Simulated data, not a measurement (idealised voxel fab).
process module | voxel gate over fins
cross-section cut | 255 nm wide | cells 5 nm
A cross-section is a grid of square cells, given in bands from the top down. A band is one or more rows of cells.
Each band's line starts with the height of the band's top and of its bottom, in nm. Then come its materials from left to right, each with its width in nm. One material with "throughout" fills the band from edge to edge. "air" is empty space.
Height 0 is the level under which the wafer as received is all one material. The lowest band goes on downwards, as in "0 down".
A width such as "30 to 40" changes by the same amount from each row of cells to the next, from the band's top row to its bottom row.
"no change" after a step means that no cell of the cross-section changed.
closed voids: empty space of 8 cells or more with no open way to the top, each as width x height at its distance from the left edge, in nm
after a step's settings: what the simulator itself notes on the step
overlay nm, on a step with a mask: how far to the right of its planned place the mask lay; to the left if negative
plan
1 op RECEIVE | material Si
2 op CONFORMAL_DEP | material SiN | thk nm 5
3 op DIRECTIONAL_DEP | material aC | thk nm 10
4 op PATTERN | tone cover | mask id FINS | material resist | width nm 15 | pitch nm 50 | thk nm 25 | overlay nm 0
5 op DIRECTIONAL_ETCH | etch materials aC | depth nm 10
6 op STRIP | etch materials resist
7 op DIRECTIONAL_ETCH | etch materials SiN | depth nm 5
8 op DIRECTIONAL_ETCH | etch materials Si | depth nm 30
9 op STRIP | etch materials aC
10 op FILL_DEP | material SiO2 | thk nm 15
11 op CMP | height nm 5
12 op MASKED_ETCH | tone open | mask id RAIL | width nm 15 | etch materials SiO2 | depth nm 30 | overlay nm 0
13 op CONFORMAL_DEP | material TiN | thk nm 5
14 op FILL_DEP | material W | thk nm 10
15 op CMP | height nm 5
16 op SELECTIVE_ETCH | etch materials W Ru TiN | depth nm 25
17 op FILL_DEP | material SiO2 | thk nm 5
18 op CMP | height nm 5
19 op SELECTIVE_ETCH | etch materials SiO2 | depth nm 15
20 op STRIP | etch materials SiN
21 op CONFORMAL_DEP | material HfO2 | thk nm 5
22 op CONFORMAL_DEP | material TiN | thk nm 5
23 op CONFORMAL_DEP | material TiAl | thk nm 5
24 op CONFORMAL_DEP | material TiN | thk nm 5
25 op FILL_DEP | material W | thk nm 15
26 op CMP | height nm 30
27 op CONFORMAL_DEP | material SiN | thk nm 5
as received, after step 1
  0 down: Si throughout
  closed voids: none
a wafer at the end: this start, this plan, one mistake
  35 to 30: SiN throughout
  30 to 20: W throughout
  20 to 15: W 45 | TiN 155 | W 55
  15 to 10: W 45 | TiN 5 | TiAl 45 | TiN 5 | TiAl 45 | TiN 5 | TiAl 45 | TiN 5 | W 55
  10 to 5: TiN 50 | TiAl 5 | TiN 35 | TiAl 5 | TiN 5 | TiAl 5 | TiN 35 | TiAl 5 | TiN 5 | TiAl 5 | TiN 35 | TiAl 5 | TiN 60
  5 to 0: TiAl 55 | TiN 5 | HfO2 25 | TiN 5 | TiAl 15 | TiN 5 | HfO2 25 | TiN 5 | TiAl 15 | TiN 5 | HfO2 25 | TiN 5 | TiAl 65
  0 to -5: TiN 60 | HfO2 5 | Si 15 | HfO2 5 | TiN 25 | HfO2 5 | Si 15 | HfO2 5 | TiN 25 | HfO2 5 | Si 15 | HfO2 5 | TiN 70
  -5 to -10: HfO2 65 | Si 15 | HfO2 35 | Si 15 | HfO2 35 | Si 15 | HfO2 75
  -10 to -20: SiO2 65 | Si 15 | SiO2 35 | Si 15 | SiO2 35 | Si 15 | SiO2 75
  -20 to -25: SiO2 65 | Si 15 | SiO2 15 | TiN 15 | SiO2 5 | Si 15 | SiO2 35 | Si 15 | SiO2 75
  -25 to -30: SiO2 65 | Si 15 | SiO2 35 | Si 15 | SiO2 35 | Si 15 | SiO2 75
  -30 down: Si throughout
  closed voids: none
what went wrong: step 4 ran as: op PATTERN | tone cover | mask id FINS | material resist | width nm 15 | pitch nm 50 | thk nm 25 | overlay nm -5
